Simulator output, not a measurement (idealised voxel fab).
This is a process module. Its name is voxel released beams.
Displayed cross-section: cut, width of 220 nm, square cells sized 5 nm.
Cross-section layout: square cells on a grid; listed as bands, top to bottom; a band spans one or more cell rows. Heights first: top, then bottom, in nm. Then materials, left to right, each with a width in nm. "everywhere" on a single material: fills the band edge to edge. "empty": empty space. Heights are reckoned from 0. Under this level, the received wafer is all of one material. The bottommost band is open-ended downward, for example "0 -> down". Width spec "30..40" -> top row of cells at first value, bottom row at second value, equal per-row change in between. "identical to before", as given for a step, is the statement that not any cell of the cross-section underwent a change during that step. Each empty space that has no open way to the top and spans at least 8 cells appears under "Trapped void list" as width x height at distance, the distance counted from the left edge, all in nm. Text after the settings on a step's line: the simulator's own remark on that step. overlay nm: for a step with a mask, the amount by which the mask lay right of where it was planned; a negative amount means left of it.

Listed below are the process steps as planned
| 1 | RECEIVE with material Si |
| 2 | CONFORMAL_DEP with material Al2O3, thk nm 10 |
| 3 | DIRECTIONAL_DEP with material SiO2, thk nm 10 |
| 4 | PATTERN with tone open, mask id ANCHOR, material resist, width nm 35, thk nm 15, overlay nm 0 |
| 5 | DIRECTIONAL_ETCH with etch materials SiO2, depth nm 10 |
| 6 | STRIP with etch materials resist |
| 7 | CONFORMAL_DEP with material polySi, thk nm 15 |
| 8 | DIRECTIONAL_DEP with material aC, thk nm 15 |
| 9 | PATTERN with tone cover, mask id BEAM, material resist, width nm 75, thk nm 30, overlay nm 0 |
| 10 | DIRECTIONAL_ETCH with etch materials aC, depth nm 15 |
| 11 | STRIP with etch materials resist |
| 12 | DIRECTIONAL_ETCH with etch materials polySi, depth nm 15 |
| 13 | STRIP with etch materials aC |
| 14 | STRIP with etch materials SiO2 |
Wafer-to-wafer difference: width nm, step 9. Common start. Plan = first wafer's value.

First of several wafers (as received, post step 1), cross-sectional view
  0 -> down | Si everywhere
  Trapped void list: none

Below, a row for every wafer. Read it as the end-of-module picture: for each material the wafer shows its cells gained (+) or lost (-) since it was received, and then its closed voids
width nm 75 | +88 Al2O3 | +57 polySi | Trapped void list: none
width nm 80 | +88 Al2O3 | +60 polySi | Trapped void list: none
width nm 85 | +88 Al2O3 | +63 polySi | Trapped void list: none
width nm 90 | +88 Al2O3 | +66 polySi | Trapped void list: none
width nm 95 | +88 Al2O3 | +69 polySi | Trapped void list: none
width nm 100 | +88 Al2O3 | +72 polySi | Trapped void list: none
